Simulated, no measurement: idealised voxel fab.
process module | voxel gate over fins
cross-section cut | 270 nm wide | cells 5 nm
A cross-section is a grid of square cells, given in bands from the top down. A band is one or more rows of cells.
Each band's line starts with the height of the band's top and of its bottom, in nm. Then come its materials from left to right, each with its width in nm. One material with "throughout" fills the band from edge to edge. "air" is empty space.
Height 0 is the level under which the wafer as received is all one material. The lowest band goes on downwards, as in "0 down".
A width such as "30 to 40" changes by the same amount from each row of cells to the next, from the band's top row to its bottom row.
"no change" after a step means that no cell of the cross-section changed.
closed voids: empty space of 8 cells or more with no open way to the top, each as width x height at its distance from the left edge, in nm
after a step's settings: what the simulator itself notes on the step
overlay nm, on a step with a mask: how far to the right of its planned place the mask lay; to the left if negative
Each pair below shows a cross-section before one step and the cross-section after it, down to the lowest band that changed. The line under each pair gives the step between them, with its settings. The pairs can come from different runs of this module on the same starting wafer, so a pair continues from the pair above only where its "before" says so.
before
  0 down: Si throughout
  closed voids: none
after
  10 to 0: SiN throughout
  below 0: unchanged
  closed voids: none
the step between: op CONFORMAL_DEP | material SiN | thk nm 10
before: the cross-section after the pair above
after
  30 to 10: air 85 | resist 15 | air 25 | resist 15 | air 25 | resist 15 | air 90
  below 10: unchanged
  closed voids: none
the step between: op PATTERN | tone cover | mask id FINS | material resist | width nm 15 | pitch nm 40 | thk nm 20 | overlay nm 0
before: the cross-section after the pair above
after
  30 to 10: air 85 | resist 15 | air 25 | resist 15 | air 25 | resist 15 | air 90
  10 to 0: air 85 | SiN 15 | air 25 | SiN 15 | air 25 | SiN 15 | air 90
  below 0: unchanged
  closed voids: none
the step between: op DIRECTIONAL_ETCH | etch materials SiN | depth nm 10
before: the cross-section after the pair above
after
  30 to 10: air 85 | resist 15 | air 25 | resist 15 | air 25 | resist 15 | air 90
  10 to 0: air 85 | SiN 15 | air 25 | SiN 15 | air 25 | SiN 15 | air 90
  0 to -35: air 85 | Si 15 | air 25 | Si 15 | air 25 | Si 15 | air 90
  below -35: unchanged
  closed voids: none
the step between: op DIRECTIONAL_ETCH | etch materials Si | depth nm 35
before: the cross-section after the pair above
after
  10 to 0: air 85 | SiN 15 | air 25 | SiN 15 | air 25 | SiN 15 | air 90
  below 0: unchanged
  closed voids: none
the step between: op STRIP | etch materials resist
before: the cross-section after the pair above
after
  25 to 10: SiO2 throughout
  10 to 0: SiO2 85 | SiN 15 | SiO2 25 | SiN 15 | SiO2 25 | SiN 15 | SiO2 90
  0 to -35: SiO2 85 | Si 15 | SiO2 25 | Si 15 | SiO2 25 | Si 15 | SiO2 90
  below -35: unchanged
  closed voids: none
the step between: op FILL_DEP | material SiO2 | thk nm 15
before: the cross-section after the pair above
after
  10 to 0: SiO2 85 | SiN 15 | SiO2 25 | SiN 15 | SiO2 25 | SiN 15 | SiO2 90
  below 0: unchanged
  closed voids: none
the step between: op CMP | height nm 10
before: the cross-section after the pair above
after
  10 to 0: air 85 | SiN 15 | air 25 | SiN 15 | air 25 | SiN 15 | air 90
  0 to -10: air 85 | Si 15 | air 25 | Si 15 | air 25 | Si 15 | air 90
  below -10: unchanged
  closed voids: none
the step between: op SELECTIVE_ETCH | etch materials SiO2 | depth nm 20
before: the cross-section after the pair above
after
  0 to -10: air 85 | Si 15 | air 25 | Si 15 | air 25 | Si 15 | air 90
  below -10: unchanged
  closed voids: none
the step between: op STRIP | etch materials SiN
before: the cross-section after the pair above
after
  5 to 0: air 80 | HfO2 25 | air 15 | HfO2 25 | air 15 | HfO2 25 | air 85
  0 to -5: air 80 | HfO2 5 | Si 15 | HfO2 5 | air 15 | HfO2 5 | Si 15 | HfO2 5 | air 15 | HfO2 5 | Si 15 | HfO2 5 | air 85
  -5 to -10: HfO2 85 | Si 15 | HfO2 25 | Si 15 | HfO2 25 | Si 15 | HfO2 90
  below -10: unchanged
  closed voids: none
the step between: op CONFORMAL_DEP | material HfO2 | thk nm 5
before: the cross-section after the pair above
after
  10 to 5: air 75 | TiN 35 | air 5 | TiN 35 | air 5 | TiN 35 | air 80
  5 to 0: air 75 | TiN 5 | HfO2 25 | TiN 5 | air 5 | TiN 5 | HfO2 25 | TiN 5 | air 5 | TiN 5 | HfO2 25 | TiN 5 | air 80
  0 to -5: TiN 80 | HfO2 5 | Si 15 | HfO2 5 | TiN 15 | HfO2 5 | Si 15 | HfO2 5 | TiN 15 | HfO2 5 | Si 15 | HfO2 5 | TiN 85
  below -5: unchanged
  closed voids: none
the step between: op CONFORMAL_DEP | material TiN | thk nm 5
before: the cross-section after the pair above
after
  15 to 10: air 70 | TiAl 125 | air 75
  10 to 5: air 70 | TiAl 5 | TiN 35 | TiAl 5 | TiN 35 | TiAl 5 | TiN 35 | TiAl 5 | air 75
  5 to 0: TiAl 75 | TiN 5 | HfO2 25 | TiN 5 | TiAl 5 | TiN 5 | HfO2 25 | TiN 5 | TiAl 5 | TiN 5 | HfO2 25 | TiN 5 | TiAl 80
  below 0: unchanged
  closed voids: none
the step between: op CONFORMAL_DEP | material TiAl | thk nm 5
before: the cross-section after the pair above
after
  20 to 15: air 65 | TiN 135 | air 70
  15 to 10: air 65 | TiN 5 | TiAl 125 | TiN 5 | air 70
  10 to 5: TiN 70 | TiAl 5 | TiN 35 | TiAl 5 | TiN 35 | TiAl 5 | TiN 35 | TiAl 5 | TiN 75
  below 5: unchanged
  closed voids: none
the step between: op CONFORMAL_DEP | material TiN | thk nm 5
before: the cross-section after the pair above
after
  30 to 20: W throughout
  20 to 15: W 65 | TiN 135 | W 70
  15 to 10: W 65 | TiN 5 | TiAl 125 | TiN 5 | W 70
  below 10: unchanged
  closed voids: none
the step between: op FILL_DEP | material W | thk nm 10
before: the cross-section after the pair above
after
  25 to 20: W throughout
  below 20: unchanged
  closed voids: none
the step between: op CMP | height nm 25
before: the cross-section after the pair above
after
  35 to 25: SiCN throughout
  below 25: unchanged
  closed voids: none
the step between: op CONFORMAL_DEP | material SiCN | thk nm 10
before
  5 to 0: air 80 | HfO2 25 | air 15 | HfO2 25 | air 15 | HfO2 25 | air 85
  0 to -5: air 80 | HfO2 5 | Si 15 | HfO2 5 | air 15 | HfO2 5 | Si 15 | HfO2 5 | air 15 | HfO2 5 | Si 15 | HfO2 5 | air 85
  -5 to -10: HfO2 85 | Si 15 | HfO2 25 | Si 15 | HfO2 25 | Si 15 | HfO2 90
  -10 to -35: SiO2 85 | Si 15 | SiO2 25 | Si 15 | SiO2 25 | Si 15 | SiO2 90
  -35 down: Si throughout
  closed voids: none
after
  10 to 5: air 75 | TiAl 35 | air 5 | TiAl 35 | air 5 | TiAl 35 | air 80
  5 to 0: air 75 | TiAl 5 | HfO2 25 | TiAl 5 | air 5 | TiAl 5 | HfO2 25 | TiAl 5 | air 5 | TiAl 5 | HfO2 25 | TiAl 5 | air 80
  0 to -5: TiAl 80 | HfO2 5 | Si 15 | HfO2 5 | TiAl 15 | HfO2 5 | Si 15 | HfO2 5 | TiAl 15 | HfO2 5 | Si 15 | HfO2 5 | TiAl 85
  below -5: unchanged
  closed voids: none
the step between: op CONFORMAL_DEP | material TiAl | thk nm 5
before: the cross-section after the pair above
after
  15 to 10: air 70 | TiN 125 | air 75
  10 to 5: air 70 | TiN 5 | TiAl 35 | TiN 5 | TiAl 35 | TiN 5 | TiAl 35 | TiN 5 | air 75
  5 to 0: TiN 75 | TiAl 5 | HfO2 25 | TiAl 5 | TiN 5 | TiAl 5 | HfO2 25 | TiAl 5 | TiN 5 | TiAl 5 | HfO2 25 | TiAl 5 | TiN 80
  below 0: unchanged
  closed voids: none
the step between: op CONFORMAL_DEP | material TiN | thk nm 5
before: the cross-section after the pair above
after
  25 to 15: W throughout
  15 to 10: W 70 | TiN 125 | W 75
  10 to 5: W 70 | TiN 5 | TiAl 35 | TiN 5 | TiAl 35 | TiN 5 | TiAl 35 | TiN 5 | W 75
  below 5: unchanged
  closed voids: none
the step between: op FILL_DEP | material W | thk nm 10
before: the cross-section after the pair above
after
  35 to 25: SiCN throughout
  below 25: unchanged
  closed voids: none
the step between: op CONFORMAL_DEP | material SiCN | thk nm 10
before
  10 to 0: air 85 | SiN 15 | air 25 | SiN 15 | air 25 | SiN 15 | air 90
  0 to -10: air 85 | Si 15 | air 25 | Si 15 | air 25 | Si 15 | air 90
  -10 to -35: SiO2 85 | Si 15 | SiO2 25 | Si 15 | SiO2 25 | Si 15 | SiO2 90
  -35 down: Si throughout
  closed voids: none
after
  10 to 0: air 85 | SiN 15 | air 25 | SiN 15 | air 25 | SiN 15 | air 90
  0 to -30: air 85 | Si 15 | air 25 | Si 15 | air 25 | Si 15 | air 90
  below -30: unchanged
  closed voids: none
the step between: op SELECTIVE_ETCH | etch materials SiO2 | depth nm 20
before: the cross-section after the pair above
after
  0 to -30: air 85 | Si 15 | air 25 | Si 15 | air 25 | Si 15 | air 90
  below -30: unchanged
  closed voids: none
the step between: op STRIP | etch materials SiN
before: the cross-section after the pair above
after
  5 to 0: air 80 | HfO2 25 | air 15 | HfO2 25 | air 15 | HfO2 25 | air 85
  0 to -25: air 80 | HfO2 5 | Si 15 | HfO2 5 | air 15 | HfO2 5 | Si 15 | HfO2 5 | air 15 | HfO2 5 | Si 15 | HfO2 5 | air 85
  -25 to -30: HfO2 85 | Si 15 | HfO2 25 | Si 15 | HfO2 25 | Si 15 | HfO2 90
  below -30: unchanged
  closed voids: none
the step between: op CONFORMAL_DEP | material HfO2 | thk nm 5
before: the cross-section after the pair above
after
  10 to 5: air 75 | TiN 35 | air 5 | TiN 35 | air 5 | TiN 35 | air 80
  5 to 0: air 75 | TiN 5 | HfO2 25 | TiN 5 | air 5 | TiN 5 | HfO2 25 | TiN 5 | air 5 | TiN 5 | HfO2 25 | TiN 5 | air 80
  0 to -20: air 75 | TiN 5 | HfO2 5 | Si 15 | HfO2 5 | TiN 5 | air 5 | TiN 5 | HfO2 5 | Si 15 | HfO2 5 | TiN 5 | air 5 | TiN 5 | HfO2 5 | Si 15 | HfO2 5 | TiN 5 | air 80
  -20 to -25: TiN 80 | HfO2 5 | Si 15 | HfO2 5 | TiN 15 | HfO2 5 | Si 15 | HfO2 5 | TiN 15 | HfO2 5 | Si 15 | HfO2 5 | TiN 85
  below -25: unchanged
  closed voids: none
the step between: op CONFORMAL_DEP | material TiN | thk nm 5
before: the cross-section after the pair above
after
  15 to 10: air 70 | TiAl 125 | air 75
  10 to 5: air 70 | TiAl 5 | TiN 35 | TiAl 5 | TiN 35 | TiAl 5 | TiN 35 | TiAl 5 | air 75
  5 to 0: air 70 | TiAl 5 | TiN 5 | HfO2 25 | TiN 5 | TiAl 5 | TiN 5 | HfO2 25 | TiN 5 | TiAl 5 | TiN 5 | HfO2 25 | TiN 5 | TiAl 5 | air 75
  0 to -15: air 70 | TiAl 5 | TiN 5 | HfO2 5 | Si 15 | HfO2 5 | TiN 5 | TiAl 5 | TiN 5 | HfO2 5 | Si 15 | HfO2 5 | TiN 5 | TiAl 5 | TiN 5 | HfO2 5 | Si 15 | HfO2 5 | TiN 5 | TiAl 5 | air 75
  -15 to -20: TiAl 75 | TiN 5 | HfO2 5 | Si 15 | HfO2 5 | TiN 5 | TiAl 5 | TiN 5 | HfO2 5 | Si 15 | HfO2 5 | TiN 5 | TiAl 5 | TiN 5 | HfO2 5 | Si 15 | HfO2 5 | TiN 5 | TiAl 80
  below -20: unchanged
  closed voids: none
the step between: op CONFORMAL_DEP | material TiAl | thk nm 5
before: the cross-section after the pair above
after
  20 to 15: air 65 | TiN 135 | air 70
  15 to 10: air 65 | TiN 5 | TiAl 125 | TiN 5 | air 70
  10 to 5: air 65 | TiN 5 | TiAl 5 | TiN 35 | TiAl 5 | TiN 35 | TiAl 5 | TiN 35 | TiAl 5 | TiN 5 | air 70
  5 to 0: air 65 | TiN 5 | TiAl 5 | TiN 5 | HfO2 25 | TiN 5 | TiAl 5 | TiN 5 | HfO2 25 | TiN 5 | TiAl 5 | TiN 5 | HfO2 25 | TiN 5 | TiAl 5 | TiN 5 | air 70
  0 to -10: air 65 | TiN 5 | TiAl 5 | TiN 5 | HfO2 5 | Si 15 | HfO2 5 | TiN 5 | TiAl 5 | TiN 5 | HfO2 5 | Si 15 | HfO2 5 | TiN 5 | TiAl 5 | TiN 5 | HfO2 5 | Si 15 | HfO2 5 | TiN 5 | TiAl 5 | TiN 5 | air 70
  -10 to -15: TiN 70 | TiAl 5 | TiN 5 | HfO2 5 | Si 15 | HfO2 5 | TiN 5 | TiAl 5 | TiN 5 | HfO2 5 | Si 15 | HfO2 5 | TiN 5 | TiAl 5 | TiN 5 | HfO2 5 | Si 15 | HfO2 5 | TiN 5 | TiAl 5 | TiN 75
  below -15: unchanged
  closed voids: none
the step between: op CONFORMAL_DEP | material TiN | thk nm 5
before: the cross-section after the pair above
after
  30 to 20: W throughout
  20 to 15: W 65 | TiN 135 | W 70
  15 to 10: W 65 | TiN 5 | TiAl 125 | TiN 5 | W 70
  10 to 5: W 65 | TiN 5 | TiAl 5 | TiN 35 | TiAl 5 | TiN 35 | TiAl 5 | TiN 35 | TiAl 5 | TiN 5 | W 70
  5 to 0: W 65 | TiN 5 | TiAl 5 | TiN 5 | HfO2 25 | TiN 5 | TiAl 5 | TiN 5 | HfO2 25 | TiN 5 | TiAl 5 | TiN 5 | HfO2 25 | TiN 5 | TiAl 5 | TiN 5 | W 70
  0 to -10: W 65 | TiN 5 | TiAl 5 | TiN 5 | HfO2 5 | Si 15 | HfO2 5 | TiN 5 | TiAl 5 | TiN 5 | HfO2 5 | Si 15 | HfO2 5 | TiN 5 | TiAl 5 | TiN 5 | HfO2 5 | Si 15 | HfO2 5 | TiN 5 | TiAl 5 | TiN 5 | W 70
  below -10: unchanged
  closed voids: none
the step between: op FILL_DEP | material W | thk nm 10
before: the cross-section after the pair above
after
  25 to 20: W throughout
  below 20: unchanged
  closed voids: none
the step between: op CMP | height nm 25
before: the cross-section after the pair above
after
  35 to 25: SiCN throughout
  below 25: unchanged
  closed voids: none
the step between: op CONFORMAL_DEP | material SiCN | thk nm 10
before
  10 to 0: SiO2 85 | SiN 15 | SiO2 25 | SiN 15 | SiO2 25 | SiN 15 | SiO2 90
  0 to -35: SiO2 85 | Si 15 | SiO2 25 | Si 15 | SiO2 25 | Si 15 | SiO2 90
  -35 down: Si throughout
  closed voids: none
after
  10 to 0: SiO2 85 | air 15 | SiO2 25 | air 15 | SiO2 25 | air 15 | SiO2 90
  below 0: unchanged
  closed voids: none
the step between: op STRIP | etch materials SiN
before: the cross-section after the pair above
after
  0 to -10: air 85 | Si 15 | air 25 | Si 15 | air 25 | Si 15 | air 90
  -10 to -20: SiO2 65 | air 20 | Si 15 | air 25 | Si 15 | air 25 | Si 15 | air 20 | SiO2 70
  below -20: unchanged
  closed voids: none
the step between: op SELECTIVE_ETCH | etch materials SiO2 | depth nm 20
before: the cross-section after the pair above
after
  5 to 0: air 80 | HfO2 25 | air 15 | HfO2 25 | air 15 | HfO2 25 | air 85
  0 to -5: air 80 | HfO2 5 | Si 15 | HfO2 5 | air 15 | HfO2 5 | Si 15 | HfO2 5 | air 15 | HfO2 5 | Si 15 | HfO2 5 | air 85
  -5 to -10: HfO2 70 | air 10 | HfO2 5 | Si 15 | HfO2 5 | air 15 | HfO2 5 | Si 15 | HfO2 5 | air 15 | HfO2 5 | Si 15 | HfO2 5 | air 10 | HfO2 75
  -10 to -15: SiO2 65 | HfO2 5 | air 10 | HfO2 5 | Si 15 | HfO2 5 | air 15 | HfO2 5 | Si 15 | HfO2 5 | air 15 | HfO2 5 | Si 15 | HfO2 5 | air 10 | HfO2 5 | SiO2 70
  -15 to -20: SiO2 65 | HfO2 20 | Si 15 | HfO2 25 | Si 15 | HfO2 25 | Si 15 | HfO2 20 | SiO2 70
  below -20: unchanged
  closed voids: none
the step between: op CONFORMAL_DEP | material HfO2 | thk nm 5
before: the cross-section after the pair above
after
  10 to 5: air 75 | TiN 35 | air 5 | TiN 35 | air 5 | TiN 35 | air 80
  5 to 0: air 75 | TiN 5 | HfO2 25 | TiN 5 | air 5 | TiN 5 | HfO2 25 | TiN 5 | air 5 | TiN 5 | HfO2 25 | TiN 5 | air 80
  0 to -5: TiN 80 | HfO2 5 | Si 15 | HfO2 5 | TiN 5 | air 5 | TiN 5 | HfO2 5 | Si 15 | HfO2 5 | TiN 5 | air 5 | TiN 5 | HfO2 5 | Si 15 | HfO2 5 | TiN 85
  -5 to -10: HfO2 70 | TiN 10 | HfO2 5 | Si 15 | HfO2 5 | TiN 5 | air 5 | TiN 5 | HfO2 5 | Si 15 | HfO2 5 | TiN 5 | air 5 | TiN 5 | HfO2 5 | Si 15 | HfO2 5 | TiN 10 | HfO2 75
  -10 to -15: SiO2 65 | HfO2 5 | TiN 10 | HfO2 5 | Si 15 | HfO2 5 | TiN 15 | HfO2 5 | Si 15 | HfO2 5 | TiN 15 | HfO2 5 | Si 15 | HfO2 5 | TiN 10 | HfO2 5 | SiO2 70
  below -15: unchanged
  closed voids: none
the step between: op CONFORMAL_DEP | material TiN | thk nm 5
before: the cross-section after the pair above
after
  15 to 10: air 70 | TiAl 125 | air 75
  10 to 5: air 70 | TiAl 5 | TiN 35 | TiAl 5 | TiN 35 | TiAl 5 | TiN 35 | TiAl 5 | air 75
  5 to 0: TiAl 75 | TiN 5 | HfO2 25 | TiN 5 | TiAl 5 | TiN 5 | HfO2 25 | TiN 5 | TiAl 5 | TiN 5 | HfO2 25 | TiN 5 | TiAl 80
  0 to -5: TiN 80 | HfO2 5 | Si 15 | HfO2 5 | TiN 5 | TiAl 5 | TiN 5 | HfO2 5 | Si 15 | HfO2 5 | TiN 5 | TiAl 5 | TiN 5 | HfO2 5 | Si 15 | HfO2 5 | TiN 85
  -5 to -10: HfO2 70 | TiN 10 | HfO2 5 | Si 15 | HfO2 5 | TiN 5 | TiAl 5 | TiN 5 | HfO2 5 | Si 15 | HfO2 5 | TiN 5 | TiAl 5 | TiN 5 | HfO2 5 | Si 15 | HfO2 5 | TiN 10 | HfO2 75
  below -10: unchanged
  closed voids: none
the step between: op CONFORMAL_DEP | material TiAl | thk nm 5
before: the cross-section after the pair above
after
  20 to 15: air 65 | TiN 135 | air 70
  15 to 10: air 65 | TiN 5 | TiAl 125 | TiN 5 | air 70
  10 to 5: TiN 70 | TiAl 5 | TiN 35 | TiAl 5 | TiN 35 | TiAl 5 | TiN 35 | TiAl 5 | TiN 75
  below 5: unchanged
  closed voids: none
the step between: op CONFORMAL_DEP | material TiN | thk nm 5
before: the cross-section after the pair above
after
  30 to 20: W throughout
  20 to 15: W 65 | TiN 135 | W 70
  15 to 10: W 65 | TiN 5 | TiAl 125 | TiN 5 | W 70
  below 10: unchanged
  closed voids: none
the step between: op FILL_DEP | material W | thk nm 10
before: the cross-section after the pair above
after
  25 to 20: W throughout
  below 20: unchanged
  closed voids: none
the step between: op CMP | height nm 25
before: the cross-section after the pair above
after
  35 to 25: SiCN throughout
  below 25: unchanged
  closed voids: none
the step between: op CONFORMAL_DEP | material SiCN | thk nm 10
before
  30 to 10: air 85 | resist 15 | air 25 | resist 15 | air 25 | resist 15 | air 90
  10 to 0: air 85 | SiN 15 | air 25 | SiN 15 | air 25 | SiN 15 | air 90
  0 down: Si throughout
  closed voids: none
after
  30 to 10: air 85 | resist 15 | air 25 | resist 15 | air 25 | resist 15 | air 90
  10 to 0: air 85 | SiN 15 | air 25 | SiN 15 | air 25 | SiN 15 | air 90
  0 to -40: air 85 | Si 15 | air 25 | Si 15 | air 25 | Si 15 | air 90
  below -40: unchanged
  closed voids: none
the step between: op DIRECTIONAL_ETCH | etch materials Si | depth nm 40
before: the cross-section after the pair above
after
  10 to 0: air 85 | SiN 15 | air 25 | SiN 15 | air 25 | SiN 15 | air 90
  below 0: unchanged
  closed voids: none
the step between: op STRIP | etch materials resist
before: the cross-section after the pair above
after
  25 to 10: SiO2 throughout
  10 to 0: SiO2 85 | SiN 15 | SiO2 25 | SiN 15 | SiO2 25 | SiN 15 | SiO2 90
  0 to -40: SiO2 85 | Si 15 | SiO2 25 | Si 15 | SiO2 25 | Si 15 | SiO2 90
  below -40: unchanged
  closed voids: none
the step between: op FILL_DEP | material SiO2 | thk nm 15
before: the cross-section after the pair above
after
  10 to 0: SiO2 85 | SiN 15 | SiO2 25 | SiN 15 | SiO2 25 | SiN 15 | SiO2 90
  below 0: unchanged
  closed voids: none
the step between: op CMP | height nm 10
before: the cross-section after the pair above
after
  10 to 0: air 85 | SiN 15 | air 25 | SiN 15 | air 25 | SiN 15 | air 90
  0 to -10: air 85 | Si 15 | air 25 | Si 15 | air 25 | Si 15 | air 90
  below -10: unchanged
  closed voids: none
the step between: op SELECTIVE_ETCH | etch materials SiO2 | depth nm 20
before: the cross-section after the pair above
after
  0 to -10: air 85 | Si 15 | air 25 | Si 15 | air 25 | Si 15 | air 90
  below -10: unchanged
  closed voids: none
the step between: op STRIP | etch materials SiN
before: the cross-section after the pair above
after
  5 to 0: air 80 | HfO2 25 | air 15 | HfO2 25 | air 15 | HfO2 25 | air 85
  0 to -5: air 80 | HfO2 5 | Si 15 | HfO2 5 | air 15 | HfO2 5 | Si 15 | HfO2 5 | air 15 | HfO2 5 | Si 15 | HfO2 5 | air 85
  -5 to -10: HfO2 85 | Si 15 | HfO2 25 | Si 15 | HfO2 25 | Si 15 | HfO2 90
  below -10: unchanged
  closed voids: none
the step between: op CONFORMAL_DEP | material HfO2 | thk nm 5
before: the cross-section after the pair above
after
  10 to 5: air 75 | TiN 35 | air 5 | TiN 35 | air 5 | TiN 35 | air 80
  5 to 0: air 75 | TiN 5 | HfO2 25 | TiN 5 | air 5 | TiN 5 | HfO2 25 | TiN 5 | air 5 | TiN 5 | HfO2 25 | TiN 5 | air 80
  0 to -5: TiN 80 | HfO2 5 | Si 15 | HfO2 5 | TiN 15 | HfO2 5 | Si 15 | HfO2 5 | TiN 15 | HfO2 5 | Si 15 | HfO2 5 | TiN 85
  below -5: unchanged
  closed voids: none
the step between: op CONFORMAL_DEP | material TiN | thk nm 5
before: the cross-section after the pair above
after
  15 to 10: air 70 | TiAl 125 | air 75
  10 to 5: air 70 | TiAl 5 | TiN 35 | TiAl 5 | TiN 35 | TiAl 5 | TiN 35 | TiAl 5 | air 75
  5 to 0: TiAl 75 | TiN 5 | HfO2 25 | TiN 5 | TiAl 5 | TiN 5 | HfO2 25 | TiN 5 | TiAl 5 | TiN 5 | HfO2 25 | TiN 5 | TiAl 80
  below 0: unchanged
  closed voids: none
the step between: op CONFORMAL_DEP | material TiAl | thk nm 5
before: the cross-section after the pair above
after
  20 to 15: air 65 | TiN 135 | air 70
  15 to 10: air 65 | TiN 5 | TiAl 125 | TiN 5 | air 70
  10 to 5: TiN 70 | TiAl 5 | TiN 35 | TiAl 5 | TiN 35 | TiAl 5 | TiN 35 | TiAl 5 | TiN 75
  below 5: unchanged
  closed voids: none
the step between: op CONFORMAL_DEP | material TiN | thk nm 5
before: the cross-section after the pair above
after
  30 to 20: W throughout
  20 to 15: W 65 | TiN 135 | W 70
  15 to 10: W 65 | TiN 5 | TiAl 125 | TiN 5 | W 70
  below 10: unchanged
  closed voids: none
the step between: op FILL_DEP | material W | thk nm 10
before: the cross-section after the pair above
after
  25 to 20: W throughout
  below 20: unchanged
  closed voids: none
the step between: op CMP | height nm 25
before: the cross-section after the pair above
after
  35 to 25: SiCN throughout
  below 25: unchanged
  closed voids: none
the step between: op CONFORMAL_DEP | material SiCN | thk nm 10
before
  10 to 0: SiN throughout
  0 down: Si throughout
  closed voids: none
after
  30 to 10: air 85 | resist 20 | air 20 | resist 20 | air 20 | resist 20 | air 85
  below 10: unchanged
  closed voids: none
the step between: op PATTERN | tone cover | mask id FINS | material resist | width nm 20 | pitch nm 40 | thk nm 20 | overlay nm 0
before: the cross-section after the pair above
after
  30 to 10: air 85 | resist 20 | air 20 | resist 20 | air 20 | resist 20 | air 85
  10 to 0: air 85 | SiN 20 | air 20 | SiN 20 | air 20 | SiN 20 | air 85
  below 0: unchanged
  closed voids: none
the step between: op DIRECTIONAL_ETCH | etch materials SiN | depth nm 10
before: the cross-section after the pair above
after
  30 to 10: air 85 | resist 20 | air 20 | resist 20 | air 20 | resist 20 | air 85
  10 to 0: air 85 | SiN 20 | air 20 | SiN 20 | air 20 | SiN 20 | air 85
  0 to -35: air 85 | Si 20 | air 20 | Si 20 | air 20 | Si 20 | air 85
  below -35: unchanged
  closed voids: none
the step between: op DIRECTIONAL_ETCH | etch materials Si | depth nm 35
before: the cross-section after the pair above
after
  10 to 0: air 85 | SiN 20 | air 20 | SiN 20 | air 20 | SiN 20 | air 85
  below 0: unchanged
  closed voids: none
the step between: op STRIP | etch materials resist
before: the cross-section after the pair above
after
  25 to 10: SiO2 throughout
  10 to 0: SiO2 85 | SiN 20 | SiO2 20 | SiN 20 | SiO2 20 | SiN 20 | SiO2 85
  0 to -35: SiO2 85 | Si 20 | SiO2 20 | Si 20 | SiO2 20 | Si 20 | SiO2 85
  below -35: unchanged
  closed voids: none
the step between: op FILL_DEP | material SiO2 | thk nm 15
before: the cross-section after the pair above
after
  10 to 0: SiO2 85 | SiN 20 | SiO2 20 | SiN 20 | SiO2 20 | SiN 20 | SiO2 85
  below 0: unchanged
  closed voids: none
the step between: op CMP | height nm 10
before: the cross-section after the pair above
after
  10 to 0: air 85 | SiN 20 | air 20 | SiN 20 | air 20 | SiN 20 | air 85
  0 to -10: air 85 | Si 20 | air 20 | Si 20 | air 20 | Si 20 | air 85
  below -10: unchanged
  closed voids: none
the step between: op SELECTIVE_ETCH | etch materials SiO2 | depth nm 20
before: the cross-section after the pair above
after
  0 to -10: air 85 | Si 20 | air 20 | Si 20 | air 20 | Si 20 | air 85
  below -10: unchanged
  closed voids: none
the step between: op STRIP | etch materials SiN
before: the cross-section after the pair above
after
  5 to 0: air 80 | HfO2 30 | air 10 | HfO2 30 | air 10 | HfO2 30 | air 80
  0 to -5: air 80 | HfO2 5 | Si 20 | HfO2 5 | air 10 | HfO2 5 | Si 20 | HfO2 5 | air 10 | HfO2 5 | Si 20 | HfO2 5 | air 80
  -5 to -10: HfO2 85 | Si 20 | HfO2 20 | Si 20 | HfO2 20 | Si 20 | HfO2 85
  below -10: unchanged
  closed voids: none
the step between: op CONFORMAL_DEP | material HfO2 | thk nm 5
before: the cross-section after the pair above
after
  10 to 5: air 75 | TiN 120 | air 75
  5 to 0: air 75 | TiN 5 | HfO2 30 | TiN 10 | HfO2 30 | TiN 10 | HfO2 30 | TiN 5 | air 75
  0 to -5: TiN 80 | HfO2 5 | Si 20 | HfO2 5 | TiN 10 | HfO2 5 | Si 20 | HfO2 5 | TiN 10 | HfO2 5 | Si 20 | HfO2 5 | TiN 80
  below -5: unchanged
  closed voids: none
the step between: op CONFORMAL_DEP | material TiN | thk nm 5
before: the cross-section after the pair above
after
  15 to 10: air 70 | TiAl 130 | air 70
  10 to 5: air 70 | TiAl 5 | TiN 120 | TiAl 5 | air 70
  5 to 0: TiAl 75 | TiN 5 | HfO2 30 | TiN 10 | HfO2 30 | TiN 10 | HfO2 30 | TiN 5 | TiAl 75
  below 0: unchanged
  closed voids: none
the step between: op CONFORMAL_DEP | material TiAl | thk nm 5
before: the cross-section after the pair above
after
  20 to 15: air 65 | TiN 140 | air 65
  15 to 10: air 65 | TiN 5 | TiAl 130 | TiN 5 | air 65
  10 to 5: TiN 70 | TiAl 5 | TiN 120 | TiAl 5 | TiN 70
  below 5: unchanged
  closed voids: none
the step between: op CONFORMAL_DEP | material TiN | thk nm 5
before: the cross-section after the pair above
after
  30 to 20: W throughout
  20 to 15: W 65 | TiN 140 | W 65
  15 to 10: W 65 | TiN 5 | TiAl 130 | TiN 5 | W 65
  below 10: unchanged
  closed voids: none
the step between: op FILL_DEP | material W | thk nm 10
before: the cross-section after the pair above
after
  25 to 20: W throughout
  below 20: unchanged
  closed voids: none
the step between: op CMP | height nm 25
before: the cross-section after the pair above
after
  35 to 25: SiCN throughout
  below 25: unchanged
  closed voids: none
the step between: op CONFORMAL_DEP | material SiCN | thk nm 10
before
  10 to 0: SiN throughout
  0 down: Si throughout
  closed voids: none
after
  30 to 10: air 75 | resist 15 | air 25 | resist 15 | air 25 | resist 15 | air 100
  below 10: unchanged
  closed voids: none
the step between: op PATTERN | tone cover | mask id FINS | material resist | width nm 15 | pitch nm 40 | thk nm 20 | overlay nm -10
before: the cross-section after the pair above
after
  30 to 10: air 75 | resist 15 | air 25 | resist 15 | air 25 | resist 15 | air 100
  10 to 0: air 75 | SiN 15 | air 25 | SiN 15 | air 25 | SiN 15 | air 100
  below 0: unchanged
  closed voids: none
the step between: op DIRECTIONAL_ETCH | etch materials SiN | depth nm 10
before: the cross-section after the pair above
after
  30 to 10: air 75 | resist 15 | air 25 | resist 15 | air 25 | resist 15 | air 100
  10 to 0: air 75 | SiN 15 | air 25 | SiN 15 | air 25 | SiN 15 | air 100
  0 to -35: air 75 | Si 15 | air 25 | Si 15 | air 25 | Si 15 | air 100
  below -35: unchanged
  closed voids: none
the step between: op DIRECTIONAL_ETCH | etch materials Si | depth nm 35
before: the cross-section after the pair above
after
  10 to 0: air 75 | SiN 15 | air 25 | SiN 15 | air 25 | SiN 15 | air 100
  below 0: unchanged
  closed voids: none
the step between: op STRIP | etch materials resist
before: the cross-section after the pair above
after
  25 to 10: SiO2 throughout
  10 to 0: SiO2 75 | SiN 15 | SiO2 25 | SiN 15 | SiO2 25 | SiN 15 | SiO2 100
  0 to -35: SiO2 75 | Si 15 | SiO2 25 | Si 15 | SiO2 25 | Si 15 | SiO2 100
  below -35: unchanged
  closed voids: none
the step between: op FILL_DEP | material SiO2 | thk nm 15
before: the cross-section after the pair above
after
  10 to 0: SiO2 75 | SiN 15 | SiO2 25 | SiN 15 | SiO2 25 | SiN 15 | SiO2 100
  below 0: unchanged
  closed voids: none
the step between: op CMP | height nm 10
before: the cross-section after the pair above
after
  10 to 0: air 75 | SiN 15 | air 25 | SiN 15 | air 25 | SiN 15 | air 100
  0 to -10: air 75 | Si 15 | air 25 | Si 15 | air 25 | Si 15 | air 100
  below -10: unchanged
  closed voids: none
the step between: op SELECTIVE_ETCH | etch materials SiO2 | depth nm 20
before: the cross-section after the pair above
after
  0 to -10: air 75 | Si 15 | air 25 | Si 15 | air 25 | Si 15 | air 100
  below -10: unchanged
  closed voids: none
the step between: op STRIP | etch materials SiN
